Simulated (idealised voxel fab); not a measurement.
process module | voxel tone inversion
cross-section cut | 260 nm wide | cells 5 nm
A cross-section is a grid of square cells, given in bands from the top down. A band is one or more rows of cells.
Each band's line starts with the height of the band's top and of its bottom, in nm. Then come its materials from left to right, each with its width in nm. One material with "throughout" fills the band from edge to edge. "air" is empty space.
Height 0 is the level under which the wafer as received is all one material. The lowest band goes on downwards, as in "0 down".
A width such as "30 to 40" changes by the same amount from each row of cells to the next, from the band's top row to its bottom row.
"no change" after a step means that no cell of the cross-section changed.
closed voids: empty space of 8 cells or more with no open way to the top, each as width x height at its distance from the left edge, in nm
after a step's settings: what the simulator itself notes on the step
overlay nm, on a step with a mask: how far to the right of its planned place the mask lay; to the left if negative
plan
1 op RECEIVE | material Si
2 op CONFORMAL_DEP | material SiCN | thk nm 10
3 op DIRECTIONAL_DEP | material aC | thk nm 20
4 op PATTERN | tone cover | mask id POSTS | material resist | width nm 20 | pitch nm 45 | thk nm 30 | overlay nm 0
5 op DIRECTIONAL_ETCH | etch materials aC | depth nm 20
6 op STRIP | etch materials resist
7 op FILL_DEP | material lowk | thk nm 10
8 op CMP | height nm 30
9 op STRIP | etch materials aC
10 op CONFORMAL_DEP | material TiN | thk nm 5
11 op FILL_DEP | material Cu | thk nm 5
12 op CMP | height nm 30
13 op CONFORMAL_DEP | material SiN | thk nm 5
as received, after step 1
  0 down: Si throughout
  closed voids: none
a wafer at the end: this start, this plan, one mistake
  40 to 35: SiN throughout
  35 to 30: TiN 80 | Cu 10 | TiN 35 | Cu 10 | TiN 35 | Cu 10 | TiN 80
  30 to 15: lowk 75 | TiN 5 | Cu 10 | TiN 5 | lowk 25 | TiN 5 | Cu 10 | TiN 5 | lowk 25 | TiN 5 | Cu 10 | TiN 5 | lowk 75
  15 to 10: lowk 75 | TiN 20 | lowk 25 | TiN 20 | lowk 25 | TiN 20 | lowk 75
  10 to 0: SiCN throughout
  0 down: Si throughout
  closed voids: none
what went wrong: step 12 ran as: op CMP | height nm 35
